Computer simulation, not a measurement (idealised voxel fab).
process module | voxel capacitor over wiring
cross-section cut | 260 nm wide | cells 5 nm
A cross-section is a grid of square cells, given in bands from the top down. A band is one or more rows of cells.
Each band's line starts with the height of the band's top and of its bottom, in nm. Then come its materials from left to right, each with its width in nm. One material with "throughout" fills the band from edge to edge. "air" is empty space.
Height 0 is the level under which the wafer as received is all one material. The lowest band goes on downwards, as in "0 down".
A width such as "30 to 40" changes by the same amount from each row of cells to the next, from the band's top row to its bottom row.
"no change" after a step means that no cell of the cross-section changed.
closed voids: empty space of 8 cells or more with no open way to the top, each as width x height at its distance from the left edge, in nm
after a step's settings: what the simulator itself notes on the step
overlay nm, on a step with a mask: how far to the right of its planned place the mask lay; to the left if negative
plan
1 op RECEIVE | material Si
2 op CONFORMAL_DEP | material SiO2 | thk nm 10
3 op DIRECTIONAL_DEP | material TiN | thk nm 5
4 op DIRECTIONAL_DEP | material W | thk nm 20
5 op DIRECTIONAL_DEP | material aC | thk nm 15
6 op PATTERN | tone cover | mask id METAL_1 | material resist | width nm 25 | pitch nm 90 | thk nm 35 | overlay nm 0
7 op DIRECTIONAL_ETCH | etch materials aC | depth nm 15
8 op STRIP | etch materials resist
9 op DIRECTIONAL_ETCH | etch materials W | depth nm 20
10 op DIRECTIONAL_ETCH | etch materials TiN | depth nm 5
11 op STRIP | etch materials aC
12 op FILL_DEP | material lowk | thk nm 5
13 op CMP | height nm 35
14 op CONFORMAL_DEP | material SiCN | thk nm 5
15 op DIRECTIONAL_DEP | material lowk | thk nm 10
16 op MASKED_ETCH | tone open | mask id PLUG_1 | width nm 15 | etch materials lowk | depth nm 10 | overlay nm 0
17 op MASKED_ETCH | tone open | mask id PLUG_1 | width nm 15 | etch materials SiCN | depth nm 5 | overlay nm 0
18 op EPI | material Ru | thk nm 10
19 op EPI | material Ru | thk nm 5
20 op DIRECTIONAL_DEP | material TiN | thk nm 10
21 op DIRECTIONAL_DEP | material Al2O3 | thk nm 5
22 op DIRECTIONAL_DEP | material TiN | thk nm 10
23 op PATTERN | tone cover | mask id UPPER_PLATE | material resist | width nm 70 | thk nm 20 | overlay nm 0
24 op DIRECTIONAL_ETCH | etch materials TiN | depth nm 10
25 op DIRECTIONAL_ETCH | etch materials Al2O3 | depth nm 5
26 op STRIP | etch materials resist
27 op PATTERN | tone cover | mask id LOWER_PLATE | material resist | width nm 80 | thk nm 15 | overlay nm 0
28 op DIRECTIONAL_ETCH | etch materials TiN | depth nm 10
29 op STRIP | etch materials resist
30 op FILL_DEP | material SiO2 | thk nm 20
31 op CMP | height nm 90
32 op PATTERN | tone open | mask id PLUG_2 | material resist | width nm 15 | thk nm 15 | overlay nm 0
33 op DIRECTIONAL_ETCH | etch materials SiO2 | depth nm 15
34 op STRIP | etch materials resist
35 op CONFORMAL_DEP | material TiN | thk nm 5
36 op FILL_DEP | material W | thk nm 5
37 op CMP | height nm 90
38 op CONFORMAL_DEP | material SiCN | thk nm 5
first wafer, as planned
as received, after step 1
  0 down: Si throughout
  closed voids: none
after step 2
  10 to 0: SiO2 throughout
  below 0: unchanged
after step 3
  15 to 10: TiN throughout
  below 10: unchanged
after step 4
  35 to 15: W throughout
  below 15: unchanged
after step 5
  50 to 35: aC throughout
  below 35: unchanged
after step 6
  85 to 50: air 70 | resist 25 | air 65 | resist 25 | air 75
  below 50: unchanged
after step 7
  70 to 50: air 70 | resist 25 | air 65 | resist 25 | air 75
  50 to 35: air 70 | aC 25 | air 65 | aC 25 | air 75
  below 35: unchanged
after step 8
  50 to 35: air 70 | aC 25 | air 65 | aC 25 | air 75
  below 35: unchanged
after step 9
  50 to 35: air 70 | aC 25 | air 65 | aC 25 | air 75
  35 to 15: air 70 | W 25 | air 65 | W 25 | air 75
  below 15: unchanged
after step 10
  50 to 35: air 70 | aC 25 | air 65 | aC 25 | air 75
  35 to 15: air 70 | W 25 | air 65 | W 25 | air 75
  15 to 10: air 70 | TiN 25 | air 65 | TiN 25 | air 75
  below 10: unchanged
after step 11
  35 to 15: air 70 | W 25 | air 65 | W 25 | air 75
  below 15: unchanged
after step 12
  40 to 35: lowk throughout
  35 to 15: lowk 70 | W 25 | lowk 65 | W 25 | lowk 75
  15 to 10: lowk 70 | TiN 25 | lowk 65 | TiN 25 | lowk 75
  below 10: unchanged
after step 13
  35 to 15: lowk 70 | W 25 | lowk 65 | W 25 | lowk 75
  below 15: unchanged
after step 14
  40 to 35: SiCN throughout
  below 35: unchanged
after step 15
  50 to 40: lowk throughout
  below 40: unchanged
after step 16
  50 to 40: lowk 80 | air 15 | lowk 165
  below 40: unchanged
after step 17
  50 to 40: lowk 80 | air 15 | lowk 165
  40 to 35: SiCN 80 | air 15 | SiCN 165
  below 35: unchanged
after step 18
  50 to 45: lowk 80 | air 15 | lowk 165
  45 to 40: lowk 80 | Ru 15 | lowk 165
  40 to 35: SiCN 80 | Ru 15 | SiCN 165
  below 35: unchanged
after step 19
  50 to 40: lowk 80 | Ru 15 | lowk 165
  below 40: unchanged
after step 20
  60 to 50: TiN throughout
  below 50: unchanged
after step 21
  65 to 60: Al2O3 throughout
  below 60: unchanged
after step 22
  75 to 65: TiN throughout
  below 65: unchanged
after step 23
  95 to 75: air 80 | resist 70 | air 110
  below 75: unchanged
after step 24
  95 to 75: air 80 | resist 70 | air 110
  75 to 65: air 80 | TiN 70 | air 110
  below 65: unchanged
after step 25
  95 to 75: air 80 | resist 70 | air 110
  75 to 65: air 80 | TiN 70 | air 110
  65 to 60: air 80 | Al2O3 70 | air 110
  below 60: unchanged
after step 26
  75 to 65: air 80 | TiN 70 | air 110
  below 65: unchanged
after step 27
  90 to 75: air 75 | resist 80 | air 105
  75 to 65: air 75 | resist 5 | TiN 70 | resist 5 | air 105
  65 to 60: air 75 | resist 5 | Al2O3 70 | resist 5 | air 105
  below 60: unchanged
after step 28
  90 to 75: air 75 | resist 80 | air 105
  75 to 65: air 75 | resist 5 | TiN 70 | resist 5 | air 105
  65 to 60: air 75 | resist 5 | Al2O3 70 | resist 5 | air 105
  60 to 50: air 75 | TiN 80 | air 105
  below 50: unchanged
after step 29
  75 to 65: air 80 | TiN 70 | air 110
  65 to 60: air 80 | Al2O3 70 | air 110
  below 60: unchanged
after step 30
  95 to 75: SiO2 throughout
  75 to 65: SiO2 80 | TiN 70 | SiO2 110
  65 to 60: SiO2 80 | Al2O3 70 | SiO2 110
  60 to 50: SiO2 75 | TiN 80 | SiO2 105
  below 50: unchanged
after step 31
  90 to 75: SiO2 throughout
  below 75: unchanged
after step 32
  105 to 90: resist 90 | air 15 | resist 155
  below 90: unchanged
after step 33
  105 to 90: resist 90 | air 15 | resist 155
  90 to 75: SiO2 90 | air 15 | SiO2 155
  below 75: unchanged
after step 34
  90 to 75: SiO2 90 | air 15 | SiO2 155
  below 75: unchanged
after step 35
  95 to 90: TiN 95 | air 5 | TiN 160
  90 to 80: SiO2 90 | TiN 5 | air 5 | TiN 5 | SiO2 155
  80 to 75: SiO2 90 | TiN 15 | SiO2 155
  below 75: unchanged
after step 36
  100 to 95: W throughout
  95 to 90: TiN 95 | W 5 | TiN 160
  90 to 80: SiO2 90 | TiN 5 | W 5 | TiN 5 | SiO2 155
  below 80: unchanged
after step 37
  90 to 80: SiO2 90 | TiN 5 | W 5 | TiN 5 | SiO2 155
  below 80: unchanged
after step 38
  95 to 90: SiCN throughout
  below 90: unchanged
second wafer: like start, like plan, one mistake. Through step 31 it matches the first wafer
when step 32 should have ended
  105 to 90: resist 95 | air 15 | resist 150
  below 90: unchanged
when step 33 should have ended
  105 to 90: resist 95 | air 15 | resist 150
  90 to 75: SiO2 95 | air 15 | SiO2 150
  below 75: unchanged
when step 34 should have ended
  90 to 75: SiO2 95 | air 15 | SiO2 150
  below 75: unchanged
when step 35 should have ended
  95 to 90: TiN 100 | air 5 | TiN 155
  90 to 80: SiO2 95 | TiN 5 | air 5 | TiN 5 | SiO2 150
  80 to 75: SiO2 95 | TiN 15 | SiO2 150
  below 75: unchanged
when step 36 should have ended
  100 to 95: W throughout
  95 to 90: TiN 100 | W 5 | TiN 155
  90 to 80: SiO2 95 | TiN 5 | W 5 | TiN 5 | SiO2 150
  below 80: unchanged
when step 37 should have ended
  90 to 80: SiO2 95 | TiN 5 | W 5 | TiN 5 | SiO2 150
  below 80: unchanged
when step 38 should have ended
  95 to 90: SiCN throughout
  below 90: unchanged
what went wrong: step 32 ran as: op PATTERN | tone open | mask id PLUG_2 | material resist | width nm 15 | thk nm 15 | overlay nm 5
at the end the second wafer has, in cells: as many of each material as the first, in other places
